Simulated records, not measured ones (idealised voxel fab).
Title: Process Module voxel ribs on slabs
cross-section cut | 235 nm wide | cells 5 nm
Throughout this document, each cross-section is represented as a grid of square cells and is presented as a sequence of bands enumerated from the top downward, where a band comprises one or more rows of cells.
Heights first: top, then bottom, in nm. Then materials, left to right, each with a width in nm. "edge to edge" on a single material: fills the band edge to edge. "empty": empty space.
Counting heights begins at 0, where everything beneath is, in the wafer as received, one material. The lowest band has no bottom; it goes on downwards, as "z 0 and below" shows.
Width: "30 to 40" (first number = top row, second number = bottom row, same change from row to row of cells).
Basically "no change occurred" means that step didn't change any cell in the cross-section.
"Enclosed internal voids" specifies each empty space that is not open to the top and that occupies no fewer than 8 cells, using the form width x height at distance, the distance measured from the left edge and all three quantities in nm.
On a step's line, text after the settings is the simulator commenting on that step.
overlay nm: for a step with a mask, the amount by which the mask lay right of where it was planned; a negative amount means left of it.
## Intended process steps
- 1: op RECEIVE | material Si
- 2: op DIRECTIONAL_DEP | material SiO2 | thk nm 25
- 3: op DIRECTIONAL_DEP | material polySi | thk nm 20
- 4: op DIRECTIONAL_DEP | material aC | thk nm 10
- 5: op PATTERN | tone cover | mask id RIB | material resist | width nm 30 | thk nm 25 | overlay nm 0
- 6: op DIRECTIONAL_ETCH | etch materials aC | depth nm 10
- 7: op STRIP | etch materials resist
- 8: op DIRECTIONAL_ETCH | etch materials polySi | depth nm 10
- 9: op STRIP | etch materials aC
- 10: op MASKED_ETCH | tone cover | mask id SLAB | width nm 80 | etch materials polySi | depth nm 10 | overlay nm 0
- 11: op FILL_DEP | material SiO2 | thk nm 25
- 12: op CMP | height nm 60
- 13: op DIRECTIONAL_DEP | material TiN | thk nm 5
- 14: op PATTERN | tone cover | mask id HEATER | material resist | width nm 40 | thk nm 15 | overlay nm 0
- 15: op DIRECTIONAL_ETCH | etch materials TiN | depth nm 5
- 16: op STRIP | etch materials resist
- 17: op CONFORMAL_DEP | material SiO2 | thk nm 5
## Cross-section, incoming material, after step 1
- z 0 and below | Si edge to edge
- Enclosed internal voids: none
## The cross-section shown corresponds to the wafer at the conclusion of the module. The initial structure and the process plan are those presented above; however, one mistake occurred in executing the plan
- z 70 to 65 | SiO2 100 nm, then empty 30 nm, then SiO2 105 nm
- z 65 to 60 | TiN 95 nm, then SiO2 40 nm, then TiN 100 nm
- z 60 to 45 | SiO2 edge to edge
- z 45 to 35 | SiO2 100 nm, then polySi 30 nm, then SiO2 105 nm
- z 35 to 25 | SiO2 75 nm, then polySi 80 nm, then SiO2 80 nm
- z 25 to 0 | SiO2 edge to edge
- z 0 and below | Si edge to edge
- Enclosed internal voids: none
Deviation from plan: step 14, actual vs plan mismatch, actual run op PATTERN | tone open | mask id HEATER | material resist | width nm 40 | thk nm 15 | overlay nm 0
